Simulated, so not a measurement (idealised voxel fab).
Presented below is a process module, voxel trench capacitor.
cross-section cut | 160 nm wide | cells 5 nm
Cross-section layout: square cells on a grid; listed as bands, top to bottom; a band spans one or more cell rows.
This entry defines a band. It first specifies the height of the band's top and the height of its bottom in nm, and then specifies the band's materials from left to right, stating each material with its width in nm. The word "all across" identifies a single material that fills the band from edge to edge, while the word "blank" identifies empty space.
Below 0: as-received wafer, all one material; heights counted from there. Lowest band: no bottom, goes on down, written "0 and below".
The two numbers in a width such as "30..40" mark its ends across the band: the first belongs to the top row of cells, the second to the bottom row, and from each row to the next the width moves by the same amount.
Basically "nothing altered" means that step didn't change any cell in the cross-section.
This entry, "Closed internal voids", enumerates those empty regions of no fewer than 8 cells that possess no open connection to the top. Each region is reported in the form width x height at distance, the distance being taken from the left edge, with all three quantities expressed in nm.
What comes after the settings on a step's line is commentary from the simulator itself on that step.
overlay nm: mask right of planned place by this much (step with mask). Neg. = left.

These are the steps we planned for the process:
1,RECEIVE: material Si
2,CONFORMAL_DEP: material SiN, thk nm 10
3,MASKED_ETCH: tone open, mask id TRENCH, width nm 20, pitch nm 35, etch materials SiN, depth nm 10, overlay nm 0
4,MASKED_ETCH: tone open, mask id TRENCH, width nm 20, pitch nm 35, etch materials Si, depth nm 35, overlay nm 0
5,CONFORMAL_DEP: material SiO2, thk nm 5
6,FILL_DEP: material polySi, thk nm 10
7,CMP: height nm 10

The first wafer of two, processed as planned:

Step 1 complete: cross-section of the wafer as received:
    0 and below = Si all across
    Closed internal voids: none

The following cross-section depicts the wafer upon completion of step 2:
    10 down to 0 = SiN all across
    Everything below 0 is unchanged.

The following cross-section depicts the wafer upon completion of step 3:
    10 down to 0 = 35 of SiN; 20 of blank; 15 of SiN; 20 of blank; 15 of SiN; 20 of blank; 35 of SiN
    Everything below 0 is unchanged.

The following cross-section depicts the wafer upon completion of step 4:
    10 down to 0 = 35 of SiN; 20 of blank; 15 of SiN; 20 of blank; 15 of SiN; 20 of blank; 35 of SiN
    0 down to -35 = 35 of Si; 20 of blank; 15 of Si; 20 of blank; 15 of Si; 20 of blank; 35 of Si
    Everything below -35 is unchanged.

The following cross-section depicts the wafer upon completion of step 5:
    15 down to 10 = 40 of SiO2; 10 of blank; 25 of SiO2; 10 of blank; 25 of SiO2; 10 of blank; 40 of SiO2
    10 down to 0 = 35 of SiN; 5 of SiO2; 10 of blank; 5 of SiO2; 15 of SiN; 5 of SiO2; 10 of blank; 5 of SiO2; 15 of SiN; 5 of SiO2; 10 of blank; 5 of SiO2; 35 of SiN
    0 down to -30 = 35 of Si; 5 of SiO2; 10 of blank; 5 of SiO2; 15 of Si; 5 of SiO2; 10 of blank; 5 of SiO2; 15 of Si; 5 of SiO2; 10 of blank; 5 of SiO2; 35 of Si
    -30 down to -35 = 35 of Si; 20 of SiO2; 15 of Si; 20 of SiO2; 15 of Si; 20 of SiO2; 35 of Si
    Everything below -35 is unchanged.

The following cross-section depicts the wafer upon completion of step 6:
    25 down to 15 = polySi all across
    15 down to 10 = 40 of SiO2; 10 of polySi; 25 of SiO2; 10 of polySi; 25 of SiO2; 10 of polySi; 40 of SiO2
    10 down to 0 = 35 of SiN; 5 of SiO2; 10 of polySi; 5 of SiO2; 15 of SiN; 5 of SiO2; 10 of polySi; 5 of SiO2; 15 of SiN; 5 of SiO2; 10 of polySi; 5 of SiO2; 35 of SiN
    0 down to -30 = 35 of Si; 5 of SiO2; 10 of polySi; 5 of SiO2; 15 of Si; 5 of SiO2; 10 of polySi; 5 of SiO2; 15 of Si; 5 of SiO2; 10 of polySi; 5 of SiO2; 35 of Si
    Everything below -30 is unchanged.

The following cross-section depicts the wafer upon completion of step 7:
    10 down to 0 = 35 of SiN; 5 of SiO2; 10 of polySi; 5 of SiO2; 15 of SiN; 5 of SiO2; 10 of polySi; 5 of SiO2; 15 of SiN; 5 of SiO2; 10 of polySi; 5 of SiO2; 35 of SiN
    Everything below 0 is unchanged.

Wafer two: like wafer one in start and plan, but with one mistake in execution; identical up to and including step 3:

Cross-section: second wafer, time at which step 4 was scheduled to end:
    10 down to 0 = 35 of SiN; 20 of blank; 15 of SiN; 20 of blank; 15 of SiN; 20 of blank; 35 of SiN
    0 down to -35 = 35 of Si; 15 of blank; 20 of Si; 15 of blank; 20 of Si; 15 of blank; 40 of Si
    Everything below -35 is unchanged.

Cross-section: second wafer, time at which step 5 was scheduled to end:
    15 down to 10 = 40 of SiO2; 10 of blank; 25 of SiO2; 10 of blank; 25 of SiO2; 10 of blank; 40 of SiO2
    10 down to 0 = 35 of SiN; 5 of SiO2; 10..5 of blank; 5..10 of SiO2; 15 of SiN; 5 of SiO2; 10..5 of blank; 5..10 of SiO2; 15 of SiN; 5 of SiO2; 10..5 of blank; 5..10 of SiO2; 35 of SiN
    0 down to -30 = 35 of Si; 5 of SiO2; 5 of blank; 5 of SiO2; 20 of Si; 5 of SiO2; 5 of blank; 5 of SiO2; 20 of Si; 5 of SiO2; 5 of blank; 5 of SiO2; 40 of Si
    -30 down to -35 = 35 of Si; 15 of SiO2; 20 of Si; 15 of SiO2; 20 of Si; 15 of SiO2; 40 of Si
    Everything below -35 is unchanged.

Cross-section: second wafer, time at which step 6 was scheduled to end:
    25 down to 15 = polySi all across
    15 down to 10 = 40 of SiO2; 10 of polySi; 25 of SiO2; 10 of polySi; 25 of SiO2; 10 of polySi; 40 of SiO2
    10 down to 0 = 35 of SiN; 5 of SiO2; 10..5 of polySi; 5..10 of SiO2; 15 of SiN; 5 of SiO2; 10..5 of polySi; 5..10 of SiO2; 15 of SiN; 5 of SiO2; 10..5 of polySi; 5..10 of SiO2; 35 of SiN
    0 down to -30 = 35 of Si; 5 of SiO2; 5 of polySi; 5 of SiO2; 20 of Si; 5 of SiO2; 5 of polySi; 5 of SiO2; 20 of Si; 5 of SiO2; 5 of polySi; 5 of SiO2; 40 of Si
    Everything below -30 is unchanged.

Cross-section: second wafer, time at which step 7 was scheduled to end:
    10 down to 0 = 35 of SiN; 5 of SiO2; 10..5 of polySi; 5..10 of SiO2; 15 of SiN; 5 of SiO2; 10..5 of polySi; 5..10 of SiO2; 15 of SiN; 5 of SiO2; 10..5 of polySi; 5..10 of SiO2; 35 of SiN
    Everything below 0 is unchanged.
Deviation from plan: step 4, actual vs plan mismatch, actual run MASKED_ETCH: tone open, mask id TRENCH, width nm 20, pitch nm 35, etch materials Si, depth nm 35, overlay nm -5
At the finish, the second wafer shows more or fewer cells for some materials than the first does: Si +21 | polySi -21
